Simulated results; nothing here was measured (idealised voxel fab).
The following process module bears the name voxel self aligned contacts.
This is section cut - it's 170 nm across, gridded in 5 nm square cells.
Notation: cross-section as square-cell grid; stated in bands, top first, going down; one or more cell rows per band.
This entry defines a band. It first specifies the height of the band's top and the height of its bottom in nm, and then specifies the band's materials from left to right, stating each material with its width in nm. The word "everywhere" identifies a single material that fills the band from edge to edge, while the word "air" identifies empty space.
The reference from which all heights are counted is 0, the level beneath which the as-received wafer is entirely one material; the lowest band, having no lower bound, proceeds downward and is written after the example "0 and below".
Width spec "30..40" -> top row of cells at first value, bottom row at second value, equal per-row change in between.
"nothing got changed" means the step left every cell of the cross-section as it was.
Enclosed empty spaces: empty space of 8 cells or more with no open way to the top, each as width x height at its distance from the left edge, in nm
That trailing text on a step's line, after the settings, is the simulator's own remark on the step.
If you see "overlay nm" on a step's line and that step has a mask, it's telling you how far right of where it was planned the mask ended up; a negative number means it went left instead.

[Below is the list of planned process steps]
| 1 | RECEIVE (material Si) |
| 2 | CONFORMAL_DEP (material SiO2; thk nm 5) |
| 3 | DIRECTIONAL_DEP (material polySi; thk nm 30) |
| 4 | DIRECTIONAL_DEP (material SiN; thk nm 15) |
| 5 | MASKED_ETCH (tone cover; mask id GATE; width nm 25; pitch nm 50; etch materials SiN; depth nm 15; overlay nm 0) |
| 6 | MASKED_ETCH (tone cover; mask id GATE; width nm 25; pitch nm 50; etch materials polySi; depth nm 30; overlay nm 0) |
| 7 | CONFORMAL_DEP (material SiN; thk nm 5) |
| 8 | DIRECTIONAL_ETCH (etch materials SiN; depth nm 5) |
| 9 | FILL_DEP (material SiO2; thk nm 15) |
| 10 | CMP (height nm 60) |
| 11 | DIRECTIONAL_DEP (material aC; thk nm 10) |
| 12 | PATTERN (tone open; mask id CONTACT; material resist; width nm 35; pitch nm 50; thk nm 30; overlay nm 0) |
| 13 | DIRECTIONAL_ETCH (etch materials aC; depth nm 10) |
| 14 | STRIP (etch materials resist) |
| 15 | DIRECTIONAL_ETCH (etch materials SiO2; depth nm 60) |
| 16 | STRIP (etch materials aC) |
| 17 | CONFORMAL_DEP (material TiN; thk nm 5) |
| 18 | FILL_DEP (material Ru; thk nm 5) |
| 19 | CMP (height nm 60) |
| 20 | CONFORMAL_DEP (material SiCN; thk nm 5) |

[The first of two wafers, run as planned]

[Cross-sectional view of the wafer in its as-received condition, corresponding to the state after step 1]
* 0 and below: Si everywhere
* Enclosed empty spaces: none

[So this is the wafer cross-section right after step 2]
* 5 down to 0: SiO2 everywhere
* Under the height 0 nothing was changed.

[So this is the wafer cross-section right after step 3]
* 35 down to 5: polySi everywhere
* Under the height 5 nothing was changed.

[So this is the wafer cross-section right after step 4]
* 50 down to 35: SiN everywhere
* Under the height 35 nothing was changed.

[So this is the wafer cross-section right after step 5]
* 50 down to 35: 20 of air / 25 of SiN / 25 of air / 25 of SiN / 25 of air / 25 of SiN / 25 of air
* Under the height 35 nothing was changed.

[So this is the wafer cross-section right after step 6]
* 50 down to 35: 20 of air / 25 of SiN / 25 of air / 25 of SiN / 25 of air / 25 of SiN / 25 of air
* 35 down to 5: 20 of air / 25 of polySi / 25 of air / 25 of polySi / 25 of air / 25 of polySi / 25 of air
* Under the height 5 nothing was changed.

[So this is the wafer cross-section right after step 7]
* 55 down to 35: 15 of air / 35 of SiN / 15 of air / 35 of SiN / 15 of air / 35 of SiN / 20 of air
* 35 down to 10: 15 of air / 5 of SiN / 25 of polySi / 5 of SiN / 15 of air / 5 of SiN / 25 of polySi / 5 of SiN / 15 of air / 5 of SiN / 25 of polySi / 5 of SiN / 20 of air
* 10 down to 5: 20 of SiN / 25 of polySi / 25 of SiN / 25 of polySi / 25 of SiN / 25 of polySi / 25 of SiN
* Under the height 5 nothing was changed.

[So this is the wafer cross-section right after step 8]
* 50 down to 35: 15 of air / 35 of SiN / 15 of air / 35 of SiN / 15 of air / 35 of SiN / 20 of air
* 35 down to 5: 15 of air / 5 of SiN / 25 of polySi / 5 of SiN / 15 of air / 5 of SiN / 25 of polySi / 5 of SiN / 15 of air / 5 of SiN / 25 of polySi / 5 of SiN / 20 of air
* Under the height 5 nothing was changed.

[So this is the wafer cross-section right after step 9]
* 65 down to 50: SiO2 everywhere
* 50 down to 35: 15 of SiO2 / 35 of SiN / 15 of SiO2 / 35 of SiN / 15 of SiO2 / 35 of SiN / 20 of SiO2
* 35 down to 5: 15 of SiO2 / 5 of SiN / 25 of polySi / 5 of SiN / 15 of SiO2 / 5 of SiN / 25 of polySi / 5 of SiN / 15 of SiO2 / 5 of SiN / 25 of polySi / 5 of SiN / 20 of SiO2
* Under the height 5 nothing was changed.

[So this is the wafer cross-section right after step 10]
* 60 down to 50: SiO2 everywhere
* Under the height 50 nothing was changed.

[So this is the wafer cross-section right after step 11]
* 70 down to 60: aC everywhere
* Under the height 60 nothing was changed.

[So this is the wafer cross-section right after step 12]
* 100 down to 70: 40 of resist / 35 of air / 15 of resist / 35 of air / 45 of resist
* Under the height 70 nothing was changed.

[So this is the wafer cross-section right after step 13]
* 90 down to 70: 40 of resist / 35 of air / 15 of resist / 35 of air / 45 of resist
* 70 down to 60: 40 of aC / 35 of air / 15 of aC / 35 of air / 45 of aC
* Under the height 60 nothing was changed.

[So this is the wafer cross-section right after step 14]
* 70 down to 60: 40 of aC / 35 of air / 15 of aC / 35 of air / 45 of aC
* Under the height 60 nothing was changed.

[So this is the wafer cross-section right after step 15]
* 70 down to 60: 40 of aC / 35 of air / 15 of aC / 35 of air / 45 of aC
* 60 down to 50: 40 of SiO2 / 35 of air / 15 of SiO2 / 35 of air / 45 of SiO2
* 50 down to 35: 15 of SiO2 / 35 of SiN / 15 of air / 35 of SiN / 15 of air / 35 of SiN / 20 of SiO2
* 35 down to 5: 15 of SiO2 / 5 of SiN / 25 of polySi / 5 of SiN / 15 of air / 5 of SiN / 25 of polySi / 5 of SiN / 15 of air / 5 of SiN / 25 of polySi / 5 of SiN / 20 of SiO2
* 5 down to 0: 50 of SiO2 / 15 of air / 35 of SiO2 / 15 of air / 55 of SiO2
* Under the height 0 nothing was changed.

[So this is the wafer cross-section right after step 16]
* 60 down to 50: 40 of SiO2 / 35 of air / 15 of SiO2 / 35 of air / 45 of SiO2
* Under the height 50 nothing was changed.

[So this is the wafer cross-section right after step 17]
* 65 down to 60: 45 of TiN / 25 of air / 25 of TiN / 25 of air / 50 of TiN
* 60 down to 50: 40 of SiO2 / 5..15 of TiN / 25..5 of air / 5..15 of TiN / 15 of SiO2 / 5..15 of TiN / 25..5 of air / 5..15 of TiN / 45 of SiO2
* 50 down to 35: 15 of SiO2 / 35 of SiN / 5 of TiN / 5 of air / 5 of TiN / 35 of SiN / 5 of TiN / 5 of air / 5 of TiN / 35 of SiN / 20 of SiO2
* 35 down to 5: 15 of SiO2 / 5 of SiN / 25 of polySi / 5 of SiN / 5 of TiN / 5 of air / 5 of TiN / 5 of SiN / 25 of polySi / 5 of SiN / 5 of TiN / 5 of air / 5 of TiN / 5 of SiN / 25 of polySi / 5 of SiN / 20 of SiO2
* 5 down to 0: 50 of SiO2 / 15 of TiN / 35 of SiO2 / 15 of TiN / 55 of SiO2
* Under the height 0 nothing was changed.

[So this is the wafer cross-section right after step 18]
* 70 down to 65: Ru everywhere
* 65 down to 60: 45 of TiN / 25 of Ru / 25 of TiN / 25 of Ru / 50 of TiN
* 60 down to 50: 40 of SiO2 / 5..15 of TiN / 25..5 of Ru / 5..15 of TiN / 15 of SiO2 / 5..15 of TiN / 25..5 of Ru / 5..15 of TiN / 45 of SiO2
* 50 down to 35: 15 of SiO2 / 35 of SiN / 5 of TiN / 5 of Ru / 5 of TiN / 35 of SiN / 5 of TiN / 5 of Ru / 5 of TiN / 35 of SiN / 20 of SiO2
* 35 down to 5: 15 of SiO2 / 5 of SiN / 25 of polySi / 5 of SiN / 5 of TiN / 5 of Ru / 5 of TiN / 5 of SiN / 25 of polySi / 5 of SiN / 5 of TiN / 5 of Ru / 5 of TiN / 5 of SiN / 25 of polySi / 5 of SiN / 20 of SiO2
* Under the height 5 nothing was changed.

[So this is the wafer cross-section right after step 19]
* 60 down to 50: 40 of SiO2 / 5..15 of TiN / 25..5 of Ru / 5..15 of TiN / 15 of SiO2 / 5..15 of TiN / 25..5 of Ru / 5..15 of TiN / 45 of SiO2
* Under the height 50 nothing was changed.

[So this is the wafer cross-section right after step 20]
* 65 down to 60: SiCN everywhere
* Under the height 60 nothing was changed.

[Wafer two. Same start, same plan, one slip in execution. Same as wafer one through step 11, inclusive]

[At the planned end of step 12, the second wafer in cross-section]
* 100 down to 70: 40 of air / 35 of resist / 15 of air / 35 of resist / 45 of air
* Under the height 70 nothing was changed.

[At the planned end of step 13, the second wafer in cross-section]
* 90 down to 70: 40 of air / 35 of resist / 15 of air / 35 of resist / 45 of air
* 70 down to 60: 40 of air / 35 of aC / 15 of air / 35 of aC / 45 of air
* Under the height 60 nothing was changed.

[At the planned end of step 14, the second wafer in cross-section]
* 70 down to 60: 40 of air / 35 of aC / 15 of air / 35 of aC / 45 of air
* Under the height 60 nothing was changed.

[At the planned end of step 15, the second wafer in cross-section]
* 70 down to 60: 40 of air / 35 of aC / 15 of air / 35 of aC / 45 of air
* 60 down to 50: 40 of air / 35 of SiO2 / 15 of air / 35 of SiO2 / 45 of air
* 50 down to 35: 15 of air / 35 of SiN / 15 of SiO2 / 35 of SiN / 15 of SiO2 / 35 of SiN / 20 of air
* 35 down to 5: 15 of air / 5 of SiN / 25 of polySi / 5 of SiN / 15 of SiO2 / 5 of SiN / 25 of polySi / 5 of SiN / 15 of SiO2 / 5 of SiN / 25 of polySi / 5 of SiN / 20 of air
* 5 down to 0: 15 of air / 135 of SiO2 / 20 of air
* Under the height 0 nothing was changed.

[At the planned end of step 16, the second wafer in cross-section]
* 60 down to 50: 40 of air / 35 of SiO2 / 15 of air / 35 of SiO2 / 45 of air
* Under the height 50 nothing was changed.

[At the planned end of step 17, the second wafer in cross-section]
* 65 down to 60: 35 of air / 45 of TiN / 5 of air / 45 of TiN / 40 of air
* 60 down to 55: 35 of air / 5 of TiN / 35 of SiO2 / 5 of TiN / 5 of air / 5 of TiN / 35 of SiO2 / 5 of TiN / 40 of air
* 55 down to 50: 10 of air / 30 of TiN / 35 of SiO2 / 15 of TiN / 35 of SiO2 / 30 of TiN / 15 of air
* 50 down to 35: 10 of air / 5 of TiN / 35 of SiN / 15 of SiO2 / 35 of SiN / 15 of SiO2 / 35 of SiN / 5 of TiN / 15 of air
* 35 down to 5: 10 of air / 5 of TiN / 5 of SiN / 25 of polySi / 5 of SiN / 15 of SiO2 / 5 of SiN / 25 of polySi / 5 of SiN / 15 of SiO2 / 5 of SiN / 25 of polySi / 5 of SiN / 5 of TiN / 15 of air
* 5 down to 0: 15 of TiN / 135 of SiO2 / 20 of TiN
* Under the height 0 nothing was changed.

[At the planned end of step 18, the second wafer in cross-section]
* 70 down to 65: Ru everywhere
* 65 down to 60: 35 of Ru / 45 of TiN / 5 of Ru / 45 of TiN / 40 of Ru
* 60 down to 55: 35 of Ru / 5 of TiN / 35 of SiO2 / 5 of TiN / 5 of Ru / 5 of TiN / 35 of SiO2 / 5 of TiN / 40 of Ru
* 55 down to 50: 10 of Ru / 30 of TiN / 35 of SiO2 / 15 of TiN / 35 of SiO2 / 30 of TiN / 15 of Ru
* 50 down to 35: 10 of Ru / 5 of TiN / 35 of SiN / 15 of SiO2 / 35 of SiN / 15 of SiO2 / 35 of SiN / 5 of TiN / 15 of Ru
* 35 down to 5: 10 of Ru / 5 of TiN / 5 of SiN / 25 of polySi / 5 of SiN / 15 of SiO2 / 5 of SiN / 25 of polySi / 5 of SiN / 15 of SiO2 / 5 of SiN / 25 of polySi / 5 of SiN / 5 of TiN / 15 of Ru
* Under the height 5 nothing was changed.

[At the planned end of step 19, the second wafer in cross-section]
* 60 down to 55: 35 of Ru / 5 of TiN / 35 of SiO2 / 5 of TiN / 5 of Ru / 5 of TiN / 35 of SiO2 / 5 of TiN / 40 of Ru
* Under the height 55 nothing was changed.

[At the planned end of step 20, the second wafer in cross-section]
* 65 down to 60: SiCN everywhere
* Under the height 60 nothing was changed.
Where did the run depart from the plan? step 12 did not happen as planned, as run it was PATTERN (tone cover; mask id CONTACT; material resist; width nm 35; pitch nm 50; thk nm 30; overlay nm 0)
End check, counted in cells, second wafer has more or fewer of these materials than the first: Ru +36; SiO2 -22; TiN -14
